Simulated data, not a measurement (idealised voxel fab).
The following process module bears the name voxel transistor to metal.
The cross-section on display is named cut; it measures 205 nm wide, and its cells are 5 nm squares.
If you're reading a cross-section in this doc, picture square cells in a grid; it comes to you as bands, top ones listed first down to the bottom, and a band can be one or more rows of cells.
In this notation a band is specified by the heights of its top and bottom, in that order and in nm, after which its materials appear from left to right, each paired with its width in nm. The word "full width" attached to a single material means that material fills the band from edge to edge; the word "blank" stands for empty space.
Zero point of the height axis is 0; under it, received wafer = one material. Lowest band: continues down indefinitely, "z 0 and below".
The expression "30..40" gives the width at the extremes of the band, the first number at its top row of cells and the second at its bottom row, with the width changing by equal amounts from each row to the next in between.
What does "changes: none" mean for a step? It means no cell of the cross-section changed in that step.
Listed in "Closed cavity list": every empty space of 8 or more cells without an open way to the top. Form: width x height at distance, the distance being from the left edge, all in nm.
That trailing text on a step's line, after the settings, is the simulator's own remark on the step.
overlay nm: mask right of planned place by this much (step with mask). Neg. = left.

# Intended process steps
1,RECEIVE,material Si
2,CONFORMAL_DEP,material SiO2,thk nm 5
3,CONFORMAL_DEP,material SiN,thk nm 15
4,MASKED_ETCH,tone cover,mask id ACTIVE,width nm 95,etch materials SiN,depth nm 15,overlay nm 0
5,MASKED_ETCH,tone cover,mask id ACTIVE,width nm 95,etch materials SiO2,depth nm 5,overlay nm 0
6,MASKED_ETCH,tone cover,mask id ACTIVE,width nm 95,etch materials Si,depth nm 25,overlay nm 0
7,FILL_DEP,material SiO2,thk nm 15
8,CMP,height nm 20
9,SELECTIVE_ETCH,etch materials SiO2,depth nm 10
10,STRIP,etch materials SiN
11,SELECTIVE_ETCH,etch materials SiO2,depth nm 5
12,OXIDIZE,depth nm 5
13,DIRECTIONAL_DEP,material polySi,thk nm 25
14,DIRECTIONAL_DEP,material SiCN,thk nm 15
15,PATTERN,tone cover,mask id GATE,material resist,width nm 25,thk nm 15,overlay nm 0
16,DIRECTIONAL_ETCH,etch materials SiCN,depth nm 25
17,DIRECTIONAL_ETCH,etch materials polySi,depth nm 35
18,STRIP,etch materials resist
19,CONFORMAL_DEP,material SiN,thk nm 10
20,DIRECTIONAL_ETCH,etch materials SiN,depth nm 10
21,DIRECTIONAL_ETCH,etch materials SiO2,depth nm 5
22,EPI,material SiGe,thk nm 5
23,FILL_DEP,material SiO2,thk nm 10
24,CMP,height nm 40
25,DIRECTIONAL_DEP,material SiO2,thk nm 10
26,PATTERN,tone open,mask id CONTACT,material resist,width nm 25,pitch nm 60,thk nm 15,overlay nm 0
27,DIRECTIONAL_ETCH,etch materials SiO2,depth nm 50
28,STRIP,etch materials resist
29,CONFORMAL_DEP,material TiN,thk nm 5
30,FILL_DEP,material Ru,thk nm 10
31,CMP,height nm 50
32,CONFORMAL_DEP,material SiN,thk nm 5
33,DIRECTIONAL_DEP,material SiO2,thk nm 15
34,MASKED_ETCH,tone open,mask id METAL_1,width nm 15,pitch nm 70,etch materials SiO2,depth nm 15,overlay nm 0
35,MASKED_ETCH,tone open,mask id METAL_1,width nm 15,pitch nm 70,etch materials SiN,depth nm 5,overlay nm 0
36,CONFORMAL_DEP,material TiN,thk nm 5
37,FILL_DEP,material W,thk nm 5
38,CMP,height nm 70
39,CONFORMAL_DEP,material SiCN,thk nm 5

# Wafer as received: cross-section following step 1
	z 0 and below = Si full width
	Closed cavity list: none

# First of two wafers at the end of the module, shown in cross-section; run carried out as planned
	z 75 to 70 = SiCN full width
	z 70 to 55 = 60 of SiO2  5 of TiN  5 of W  5 of TiN  55 of SiO2  5 of TiN  5 of W  5 of TiN  60 of SiO2
	z 55 to 50 = 60 of SiN  15 of TiN  55 of SiN  15 of TiN  60 of SiN
	z 50 to 40 = 60 of SiO2  5 of TiN  15..10 of Ru  5..10 of TiN  35 of SiO2  5..10 of TiN  15..10 of Ru  5 of TiN  60 of SiO2
	z 40 to 25 = 60 of SiO2  5 of TiN  10 of Ru  5 of TiN  10 of SiN  25 of SiCN  10 of SiN  5 of TiN  10 of Ru  5 of TiN  60 of SiO2
	z 25 to 5 = 60 of SiO2  5 of TiN  10 of Ru  5 of TiN  10 of SiN  25 of polySi  10 of SiN  5 of TiN  10 of Ru  5 of TiN  60 of SiO2
	z 5 to 0 = 50 of SiO2  10 of SiN  20 of TiN  10 of SiN  25 of polySi  10 of SiN  20 of TiN  10 of SiN  50 of SiO2
	z 0 to -5 = 60 of SiO2  20 of SiGe  45 of SiO2  20 of SiGe  60 of SiO2
	z -5 to -25 = 55 of SiO2  95 of Si  55 of SiO2
	z -25 and below = Si full width
	Closed cavity list: none

# Second wafer of the two, sectioned at the end of the module. It began like the first and followed the same plan, but one mistake was made while running it
	z 75 to 70 = SiCN full width
	z 70 to 55 = 60 of SiO2  5 of TiN  5 of W  5 of TiN  55 of SiO2  5 of TiN  5 of W  5 of TiN  60 of SiO2
	z 55 to 50 = 60 of SiN  15 of TiN  55 of SiN  15 of TiN  60 of SiN
	z 50 to 45 = 60 of SiO2  5 of TiN  15 of Ru  5 of TiN  35 of SiO2  5 of TiN  15 of Ru  5 of TiN  60 of SiO2
	z 45 to 40 = 60 of SiO2  25 of TiN  35 of SiO2  25 of TiN  60 of SiO2
	z 40 to 30 = 90 of SiCN  10 of SiN  5 of SiO2  10 of SiN  90 of SiCN
	z 30 to 25 = 50 of polySi  40 of SiCN  10 of SiN  5 of SiO2  10 of SiN  40 of SiCN  50 of polySi
	z 25 to 5 = 90 of polySi  10 of SiN  5 of SiO2  10 of SiN  90 of polySi
	z 5 to 0 = 50 of SiO2  40 of polySi  10 of SiN  5 of SiO2  10 of SiN  40 of polySi  50 of SiO2
	z 0 to -5 = 100 of SiO2  5 of SiGe  100 of SiO2
	z -5 to -25 = 55 of SiO2  95 of Si  55 of SiO2
	z -25 and below = Si full width
	Closed cavity list: none
Where did the run depart from the plan? so step 15 ended up running with a different setting than we planned, it ran as PATTERN,tone open,mask id GATE,material resist,width nm 25,thk nm 15,overlay nm 0
The second wafer ends with more or fewer cells of some materials than the first, per final count: Ru -32; SiCN +73; SiGe -7; SiN -4; SiO2 -153; TiN -32; polySi +155
